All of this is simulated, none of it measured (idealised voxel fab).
process module | voxel gate over fins
cross-section cut | 160 nm wide | cells 5 nm
How to read a cross-section here: the picture is a grid of square cells, written as bands going from the top down, and any band can span one or more rows of cells.
Heads up on the band format: heights come first, top then bottom, in nm. After that it's the materials left to right, each with its width in nm. A single material flagged "full width" fills the whole band edge to edge, and "empty" means there's empty space there.
The level at which height equals 0 is the one under which the wafer, as it arrives, is entirely one material. No lower edge exists for the bottom band, which continues downward and is notated as in "0 down".
A two-number width, for instance "30->40", indicates that the width is equal to the first number in the top row of the band and to the second number in the bottom row, and that it changes by a constant amount per row of cells.
"nothing was modified" means the step left every cell of the cross-section as it was.
closed voids: empty space of 8 cells or more with no open way to the top, each as width x height at its distance from the left edge, in nm
Post-settings text on a step line: simulator's own remark regarding the step.
Steps that use a mask can have "overlay nm" on their line. It says how far the mask sat to the right of where it was meant to be. Negative means to the left.

plan
step 1: RECEIVE with material Si
step 2: CONFORMAL_DEP with material SiN, thk nm 5
step 3: PATTERN with tone cover, mask id FINS, material resist, width nm 15, pitch nm 50, thk nm 15, overlay nm 0
step 4: DIRECTIONAL_ETCH with etch materials SiN, depth nm 5
step 5: DIRECTIONAL_ETCH with etch materials Si, depth nm 40
step 6: STRIP with etch materials resist
step 7: FILL_DEP with material SiO2, thk nm 15
step 8: CMP with height nm 5
step 9: DIRECTIONAL_DEP with material aC, thk nm 15
step 10: PATTERN with tone open, mask id RAIL, material resist, width nm 15, thk nm 30, overlay nm 0
step 11: DIRECTIONAL_ETCH with etch materials aC, depth nm 15
step 12: STRIP with etch materials resist
step 13: DIRECTIONAL_ETCH with etch materials SiO2, depth nm 40
step 14: STRIP with etch materials aC
step 15: CONFORMAL_DEP with material TiN, thk nm 5
step 16: FILL_DEP with material Ru, thk nm 5
step 17: CMP with height nm 5
step 18: SELECTIVE_ETCH with etch materials W Ru TiN, depth nm 25
step 19: FILL_DEP with material SiO2, thk nm 5
step 20: CMP with height nm 5
step 21: SELECTIVE_ETCH with etch materials SiO2, depth nm 15
step 22: STRIP with etch materials SiN
step 23: CONFORMAL_DEP with material HfO2, thk nm 5
step 24: CONFORMAL_DEP with material TiN, thk nm 5
step 25: CONFORMAL_DEP with material TiAl, thk nm 5
step 26: CONFORMAL_DEP with material TiN, thk nm 5
step 27: FILL_DEP with material W, thk nm 15
step 28: CMP with height nm 30
step 29: CONFORMAL_DEP with material SiCN, thk nm 10

On the first of the two wafers: run conducted according to plan

Delivered wafer in cross-section: state after step 1
> 0 down  Si full width
> closed voids: none

The wafer, seen in cross-section, after step 2
> 5 to 0  SiN full width
> All layers under 0 are left as they were.

The wafer, seen in cross-section, after step 3
> 20 to 5  20 of empty, then 15 of resist, then 35 of empty, then 15 of resist, then 35 of empty, then 15 of resist, then 25 of empty
> All layers under 5 are left as they were.

The wafer, seen in cross-section, after step 4
> 20 to 5  20 of empty, then 15 of resist, then 35 of empty, then 15 of resist, then 35 of empty, then 15 of resist, then 25 of empty
> 5 to 0  20 of empty, then 15 of SiN, then 35 of empty, then 15 of SiN, then 35 of empty, then 15 of SiN, then 25 of empty
> All layers under 0 are left as they were.

The wafer, seen in cross-section, after step 5
> 20 to 5  20 of empty, then 15 of resist, then 35 of empty, then 15 of resist, then 35 of empty, then 15 of resist, then 25 of empty
> 5 to 0  20 of empty, then 15 of SiN, then 35 of empty, then 15 of SiN, then 35 of empty, then 15 of SiN, then 25 of empty
> 0 to -40  20 of empty, then 15 of Si, then 35 of empty, then 15 of Si, then 35 of empty, then 15 of Si, then 25 of empty
> All layers under -40 are left as they were.

The wafer, seen in cross-section, after step 6
> 5 to 0  20 of empty, then 15 of SiN, then 35 of empty, then 15 of SiN, then 35 of empty, then 15 of SiN, then 25 of empty
> All layers under 0 are left as they were.

The wafer, seen in cross-section, after step 7
> 20 to 5  SiO2 full width
> 5 to 0  20 of SiO2, then 15 of SiN, then 35 of SiO2, then 15 of SiN, then 35 of SiO2, then 15 of SiN, then 25 of SiO2
> 0 to -40  20 of SiO2, then 15 of Si, then 35 of SiO2, then 15 of Si, then 35 of SiO2, then 15 of Si, then 25 of SiO2
> All layers under -40 are left as they were.

The wafer, seen in cross-section, after step 8
> 5 to 0  20 of SiO2, then 15 of SiN, then 35 of SiO2, then 15 of SiN, then 35 of SiO2, then 15 of SiN, then 25 of SiO2
> All layers under 0 are left as they were.

The wafer, seen in cross-section, after step 9
> 20 to 5  aC full width
> All layers under 5 are left as they were.

The wafer, seen in cross-section, after step 10
> 50 to 20  45 of resist, then 15 of empty, then 100 of resist
> All layers under 20 are left as they were.

The wafer, seen in cross-section, after step 11
> 35 to 20  45 of resist, then 15 of empty, then 100 of resist
> 20 to 5  45 of aC, then 15 of empty, then 100 of aC
> All layers under 5 are left as they were.

The wafer, seen in cross-section, after step 12
> 20 to 5  45 of aC, then 15 of empty, then 100 of aC
> All layers under 5 are left as they were.

The wafer, seen in cross-section, after step 13
> 20 to 5  45 of aC, then 15 of empty, then 100 of aC
> 5 to 0  20 of SiO2, then 15 of SiN, then 10 of SiO2, then 15 of empty, then 10 of SiO2, then 15 of SiN, then 35 of SiO2, then 15 of SiN, then 25 of SiO2
> 0 to -35  20 of SiO2, then 15 of Si, then 10 of SiO2, then 15 of empty, then 10 of SiO2, then 15 of Si, then 35 of SiO2, then 15 of Si, then 25 of SiO2
> All layers under -35 are left as they were.

The wafer, seen in cross-section, after step 14
> 5 to 0  20 of SiO2, then 15 of SiN, then 10 of SiO2, then 15 of empty, then 10 of SiO2, then 15 of SiN, then 35 of SiO2, then 15 of SiN, then 25 of SiO2
> All layers under 0 are left as they were.

The wafer, seen in cross-section, after step 15
> 10 to 5  50 of TiN, then 5 of empty, then 105 of TiN
> 5 to 0  20 of SiO2, then 15 of SiN, then 10 of SiO2, then 5 of TiN, then 5 of empty, then 5 of TiN, then 10 of SiO2, then 15 of SiN, then 35 of SiO2, then 15 of SiN, then 25 of SiO2
> 0 to -30  20 of SiO2, then 15 of Si, then 10 of SiO2, then 5 of TiN, then 5 of empty, then 5 of TiN, then 10 of SiO2, then 15 of Si, then 35 of SiO2, then 15 of Si, then 25 of SiO2
> -30 to -35  20 of SiO2, then 15 of Si, then 10 of SiO2, then 15 of TiN, then 10 of SiO2, then 15 of Si, then 35 of SiO2, then 15 of Si, then 25 of SiO2
> All layers under -35 are left as they were.

The wafer, seen in cross-section, after step 16
> 15 to 10  Ru full width
> 10 to 5  50 of TiN, then 5 of Ru, then 105 of TiN
> 5 to 0  20 of SiO2, then 15 of SiN, then 10 of SiO2, then 5 of TiN, then 5 of Ru, then 5 of TiN, then 10 of SiO2, then 15 of SiN, then 35 of SiO2, then 15 of SiN, then 25 of SiO2
> 0 to -30  20 of SiO2, then 15 of Si, then 10 of SiO2, then 5 of TiN, then 5 of Ru, then 5 of TiN, then 10 of SiO2, then 15 of Si, then 35 of SiO2, then 15 of Si, then 25 of SiO2
> All layers under -30 are left as they were.

The wafer, seen in cross-section, after step 17
> 5 to 0  20 of SiO2, then 15 of SiN, then 10 of SiO2, then 5 of TiN, then 5 of Ru, then 5 of TiN, then 10 of SiO2, then 15 of SiN, then 35 of SiO2, then 15 of SiN, then 25 of SiO2
> All layers under 0 are left as they were.

The wafer, seen in cross-section, after step 18
> 5 to 0  20 of SiO2, then 15 of SiN, then 10 of SiO2, then 15 of empty, then 10 of SiO2, then 15 of SiN, then 35 of SiO2, then 15 of SiN, then 25 of SiO2
> 0 to -20  20 of SiO2, then 15 of Si, then 10 of SiO2, then 15 of empty, then 10 of SiO2, then 15 of Si, then 35 of SiO2, then 15 of Si, then 25 of SiO2
> All layers under -20 are left as they were.

The wafer, seen in cross-section, after step 19
> 10 to 5  SiO2 full width
> 5 to 0  20 of SiO2, then 15 of SiN, then 35 of SiO2, then 15 of SiN, then 35 of SiO2, then 15 of SiN, then 25 of SiO2
> 0 to -20  20 of SiO2, then 15 of Si, then 35 of SiO2, then 15 of Si, then 35 of SiO2, then 15 of Si, then 25 of SiO2
> All layers under -20 are left as they were.

The wafer, seen in cross-section, after step 20
> 5 to 0  20 of SiO2, then 15 of SiN, then 35 of SiO2, then 15 of SiN, then 35 of SiO2, then 15 of SiN, then 25 of SiO2
> All layers under 0 are left as they were.

The wafer, seen in cross-section, after step 21
> 5 to 0  20 of empty, then 15 of SiN, then 35 of empty, then 15 of SiN, then 35 of empty, then 15 of SiN, then 25 of empty
> 0 to -10  20 of empty, then 15 of Si, then 35 of empty, then 15 of Si, then 35 of empty, then 15 of Si, then 25 of empty
> All layers under -10 are left as they were.

The wafer, seen in cross-section, after step 22
> 0 to -10  20 of empty, then 15 of Si, then 35 of empty, then 15 of Si, then 35 of empty, then 15 of Si, then 25 of empty
> All layers under -10 are left as they were.

The wafer, seen in cross-section, after step 23
> 5 to 0  15 of empty, then 25 of HfO2, then 25 of empty, then 25 of HfO2, then 25 of empty, then 25 of HfO2, then 20 of empty
> 0 to -5  15 of empty, then 5 of HfO2, then 15 of Si, then 5 of HfO2, then 25 of empty, then 5 of HfO2, then 15 of Si, then 5 of HfO2, then 25 of empty, then 5 of HfO2, then 15 of Si, then 5 of HfO2, then 20 of empty
> -5 to -10  20 of HfO2, then 15 of Si, then 35 of HfO2, then 15 of Si, then 35 of HfO2, then 15 of Si, then 25 of HfO2
> All layers under -10 are left as they were.

The wafer, seen in cross-section, after step 24
> 10 to 5  10 of empty, then 35 of TiN, then 15 of empty, then 35 of TiN, then 15 of empty, then 35 of TiN, then 15 of empty
> 5 to 0  10 of empty, then 5 of TiN, then 25 of HfO2, then 5 of TiN, then 15 of empty, then 5 of TiN, then 25 of HfO2, then 5 of TiN, then 15 of empty, then 5 of TiN, then 25 of HfO2, then 5 of TiN, then 15 of empty
> 0 to -5  15 of TiN, then 5 of HfO2, then 15 of Si, then 5 of HfO2, then 25 of TiN, then 5 of HfO2, then 15 of Si, then 5 of HfO2, then 25 of TiN, then 5 of HfO2, then 15 of Si, then 5 of HfO2, then 20 of TiN
> All layers under -5 are left as they were.

The wafer, seen in cross-section, after step 25
> 15 to 10  5 of empty, then 45 of TiAl, then 5 of empty, then 45 of TiAl, then 5 of empty, then 45 of TiAl, then 10 of empty
> 10 to 5  5 of empty, then 5 of TiAl, then 35 of TiN, then 5 of TiAl, then 5 of empty, then 5 of TiAl, then 35 of TiN, then 5 of TiAl, then 5 of empty, then 5 of TiAl, then 35 of TiN, then 5 of TiAl, then 10 of empty
> 5 to 0  10 of TiAl, then 5 of TiN, then 25 of HfO2, then 5 of TiN, then 15 of TiAl, then 5 of TiN, then 25 of HfO2, then 5 of TiN, then 15 of TiAl, then 5 of TiN, then 25 of HfO2, then 5 of TiN, then 15 of TiAl
> All layers under 0 are left as they were.

The wafer, seen in cross-section, after step 26
> 20 to 15  155 of TiN, then 5 of empty
> 15 to 10  5 of TiN, then 45 of TiAl, then 5 of TiN, then 45 of TiAl, then 5 of TiN, then 45 of TiAl, then 5 of TiN, then 5 of empty
> 10 to 5  5 of TiN, then 5 of TiAl, then 35 of TiN, then 5 of TiAl, then 5 of TiN, then 5 of TiAl, then 35 of TiN, then 5 of TiAl, then 5 of TiN, then 5 of TiAl, then 35 of TiN, then 5 of TiAl, then 10 of TiN
> All layers under 5 are left as they were.

The wafer, seen in cross-section, after step 27
> 35 to 20  W full width
> 20 to 15  155 of TiN, then 5 of W
> 15 to 10  5 of TiN, then 45 of TiAl, then 5 of TiN, then 45 of TiAl, then 5 of TiN, then 45 of TiAl, then 5 of TiN, then 5 of W
> All layers under 10 are left as they were.

The wafer, seen in cross-section, after step 28
> 30 to 20  W full width
> All layers under 20 are left as they were.

The wafer, seen in cross-section, after step 29
> 40 to 30  SiCN full width
> All layers under 30 are left as they were.

Second Wafer (Identical Start and Plan, One Processing Error; Matches First Wafer Through Step 4)

Second wafer: cross-section at the scheduled end of step 5
> 20 to 5  20 of empty, then 15 of resist, then 35 of empty, then 15 of resist, then 35 of empty, then 15 of resist, then 25 of empty
> 5 to 0  20 of empty, then 15 of SiN, then 35 of empty, then 15 of SiN, then 35 of empty, then 15 of SiN, then 25 of empty
> 0 to -50  20 of empty, then 15 of Si, then 35 of empty, then 15 of Si, then 35 of empty, then 15 of Si, then 25 of empty
> All layers under -50 are left as they were.

Second wafer: cross-section at the scheduled end of step 6
> 5 to 0  20 of empty, then 15 of SiN, then 35 of empty, then 15 of SiN, then 35 of empty, then 15 of SiN, then 25 of empty
> All layers under 0 are left as they were.

Second wafer: cross-section at the scheduled end of step 7
> 20 to 5  SiO2 full width
> 5 to 0  20 of SiO2, then 15 of SiN, then 35 of SiO2, then 15 of SiN, then 35 of SiO2, then 15 of SiN, then 25 of SiO2
> 0 to -50  20 of SiO2, then 15 of Si, then 35 of SiO2, then 15 of Si, then 35 of SiO2, then 15 of Si, then 25 of SiO2
> All layers under -50 are left as they were.

Second wafer: cross-section at the scheduled end of step 8
> 5 to 0  20 of SiO2, then 15 of SiN, then 35 of SiO2, then 15 of SiN, then 35 of SiO2, then 15 of SiN, then 25 of SiO2
> All layers under 0 are left as they were.

Second wafer: cross-section at the scheduled end of step 9
> 20 to 5  aC full width
> All layers under 5 are left as they were.

Second wafer: cross-section at the scheduled end of step 10
> 50 to 20  45 of resist, then 15 of empty, then 100 of resist
> All layers under 20 are left as they were.

Second wafer: cross-section at the scheduled end of step 11
> 35 to 20  45 of resist, then 15 of empty, then 100 of resist
> 20 to 5  45 of aC, then 15 of empty, then 100 of aC
> All layers under 5 are left as they were.

Second wafer: cross-section at the scheduled end of step 12
> 20 to 5  45 of aC, then 15 of empty, then 100 of aC
> All layers under 5 are left as they were.

Second wafer: cross-section at the scheduled end of step 13
> 20 to 5  45 of aC, then 15 of empty, then 100 of aC
> 5 to 0  20 of SiO2, then 15 of SiN, then 10 of SiO2, then 15 of empty, then 10 of SiO2, then 15 of SiN, then 35 of SiO2, then 15 of SiN, then 25 of SiO2
> 0 to -35  20 of SiO2, then 15 of Si, then 10 of SiO2, then 15 of empty, then 10 of SiO2, then 15 of Si, then 35 of SiO2, then 15 of Si, then 25 of SiO2
> All layers under -35 are left as they were.

Second wafer: cross-section at the scheduled end of step 14
> 5 to 0  20 of SiO2, then 15 of SiN, then 10 of SiO2, then 15 of empty, then 10 of SiO2, then 15 of SiN, then 35 of SiO2, then 15 of SiN, then 25 of SiO2
> All layers under 0 are left as they were.

Second wafer: cross-section at the scheduled end of step 15
> 10 to 5  50 of TiN, then 5 of empty, then 105 of TiN
> 5 to 0  20 of SiO2, then 15 of SiN, then 10 of SiO2, then 5 of TiN, then 5 of empty, then 5 of TiN, then 10 of SiO2, then 15 of SiN, then 35 of SiO2, then 15 of SiN, then 25 of SiO2
> 0 to -30  20 of SiO2, then 15 of Si, then 10 of SiO2, then 5 of TiN, then 5 of empty, then 5 of TiN, then 10 of SiO2, then 15 of Si, then 35 of SiO2, then 15 of Si, then 25 of SiO2
> -30 to -35  20 of SiO2, then 15 of Si, then 10 of SiO2, then 15 of TiN, then 10 of SiO2, then 15 of Si, then 35 of SiO2, then 15 of Si, then 25 of SiO2
> All layers under -35 are left as they were.

Second wafer: cross-section at the scheduled end of step 16
> 15 to 10  Ru full width
> 10 to 5  50 of TiN, then 5 of Ru, then 105 of TiN
> 5 to 0  20 of SiO2, then 15 of SiN, then 10 of SiO2, then 5 of TiN, then 5 of Ru, then 5 of TiN, then 10 of SiO2, then 15 of SiN, then 35 of SiO2, then 15 of SiN, then 25 of SiO2
> 0 to -30  20 of SiO2, then 15 of Si, then 10 of SiO2, then 5 of TiN, then 5 of Ru, then 5 of TiN, then 10 of SiO2, then 15 of Si, then 35 of SiO2, then 15 of Si, then 25 of SiO2
> All layers under -30 are left as they were.

Second wafer: cross-section at the scheduled end of step 17
> 5 to 0  20 of SiO2, then 15 of SiN, then 10 of SiO2, then 5 of TiN, then 5 of Ru, then 5 of TiN, then 10 of SiO2, then 15 of SiN, then 35 of SiO2, then 15 of SiN, then 25 of SiO2
> All layers under 0 are left as they were.

Second wafer: cross-section at the scheduled end of step 18
> 5 to 0  20 of SiO2, then 15 of SiN, then 10 of SiO2, then 15 of empty, then 10 of SiO2, then 15 of SiN, then 35 of SiO2, then 15 of SiN, then 25 of SiO2
> 0 to -20  20 of SiO2, then 15 of Si, then 10 of SiO2, then 15 of empty, then 10 of SiO2, then 15 of Si, then 35 of SiO2, then 15 of Si, then 25 of SiO2
> All layers under -20 are left as they were.

Second wafer: cross-section at the scheduled end of step 19
> 10 to 5  SiO2 full width
> 5 to 0  20 of SiO2, then 15 of SiN, then 35 of SiO2, then 15 of SiN, then 35 of SiO2, then 15 of SiN, then 25 of SiO2
> 0 to -20  20 of SiO2, then 15 of Si, then 35 of SiO2, then 15 of Si, then 35 of SiO2, then 15 of Si, then 25 of SiO2
> All layers under -20 are left as they were.

Second wafer: cross-section at the scheduled end of step 20
> 5 to 0  20 of SiO2, then 15 of SiN, then 35 of SiO2, then 15 of SiN, then 35 of SiO2, then 15 of SiN, then 25 of SiO2
> All layers under 0 are left as they were.

Second wafer: cross-section at the scheduled end of step 21
> 5 to 0  20 of empty, then 15 of SiN, then 35 of empty, then 15 of SiN, then 35 of empty, then 15 of SiN, then 25 of empty
> 0 to -10  20 of empty, then 15 of Si, then 35 of empty, then 15 of Si, then 35 of empty, then 15 of Si, then 25 of empty
> All layers under -10 are left as they were.

Second wafer: cross-section at the scheduled end of step 22
> 0 to -10  20 of empty, then 15 of Si, then 35 of empty, then 15 of Si, then 35 of empty, then 15 of Si, then 25 of empty
> All layers under -10 are left as they were.

Second wafer: cross-section at the scheduled end of step 23
> 5 to 0  15 of empty, then 25 of HfO2, then 25 of empty, then 25 of HfO2, then 25 of empty, then 25 of HfO2, then 20 of empty
> 0 to -5  15 of empty, then 5 of HfO2, then 15 of Si, then 5 of HfO2, then 25 of empty, then 5 of HfO2, then 15 of Si, then 5 of HfO2, then 25 of empty, then 5 of HfO2, then 15 of Si, then 5 of HfO2, then 20 of empty
> -5 to -10  20 of HfO2, then 15 of Si, then 35 of HfO2, then 15 of Si, then 35 of HfO2, then 15 of Si, then 25 of HfO2
> All layers under -10 are left as they were.

Second wafer: cross-section at the scheduled end of step 24
> 10 to 5  10 of empty, then 35 of TiN, then 15 of empty, then 35 of TiN, then 15 of empty, then 35 of TiN, then 15 of empty
> 5 to 0  10 of empty, then 5 of TiN, then 25 of HfO2, then 5 of TiN, then 15 of empty, then 5 of TiN, then 25 of HfO2, then 5 of TiN, then 15 of empty, then 5 of TiN, then 25 of HfO2, then 5 of TiN, then 15 of empty
> 0 to -5  15 of TiN, then 5 of HfO2, then 15 of Si, then 5 of HfO2, then 25 of TiN, then 5 of HfO2, then 15 of Si, then 5 of HfO2, then 25 of TiN, then 5 of HfO2, then 15 of Si, then 5 of HfO2, then 20 of TiN
> All layers under -5 are left as they were.

Second wafer: cross-section at the scheduled end of step 25
> 15 to 10  5 of empty, then 45 of TiAl, then 5 of empty, then 45 of TiAl, then 5 of empty, then 45 of TiAl, then 10 of empty
> 10 to 5  5 of empty, then 5 of TiAl, then 35 of TiN, then 5 of TiAl, then 5 of empty, then 5 of TiAl, then 35 of TiN, then 5 of TiAl, then 5 of empty, then 5 of TiAl, then 35 of TiN, then 5 of TiAl, then 10 of empty
> 5 to 0  10 of TiAl, then 5 of TiN, then 25 of HfO2, then 5 of TiN, then 15 of TiAl, then 5 of TiN, then 25 of HfO2, then 5 of TiN, then 15 of TiAl, then 5 of TiN, then 25 of HfO2, then 5 of TiN, then 15 of TiAl
> All layers under 0 are left as they were.

Second wafer: cross-section at the scheduled end of step 26
> 20 to 15  155 of TiN, then 5 of empty
> 15 to 10  5 of TiN, then 45 of TiAl, then 5 of TiN, then 45 of TiAl, then 5 of TiN, then 45 of TiAl, then 5 of TiN, then 5 of empty
> 10 to 5  5 of TiN, then 5 of TiAl, then 35 of TiN, then 5 of TiAl, then 5 of TiN, then 5 of TiAl, then 35 of TiN, then 5 of TiAl, then 5 of TiN, then 5 of TiAl, then 35 of TiN, then 5 of TiAl, then 10 of TiN
> All layers under 5 are left as they were.

Second wafer: cross-section at the scheduled end of step 27
> 35 to 20  W full width
> 20 to 15  155 of TiN, then 5 of W
> 15 to 10  5 of TiN, then 45 of TiAl, then 5 of TiN, then 45 of TiAl, then 5 of TiN, then 45 of TiAl, then 5 of TiN, then 5 of W
> All layers under 10 are left as they were.

Second wafer: cross-section at the scheduled end of step 28
> 30 to 20  W full width
> All layers under 20 are left as they were.

Second wafer: cross-section at the scheduled end of step 29
> 40 to 30  SiCN full width
> All layers under 30 are left as they were.
Here's what went sideways: step 5 was run on a setting that differed from the plan, and what really ran there is DIRECTIONAL_ETCH with etch materials Si, depth nm 50
Final comparison by cell count, materials where the second wafer has more or fewer than the first: Si: 46 fewer | SiO2: 46 more
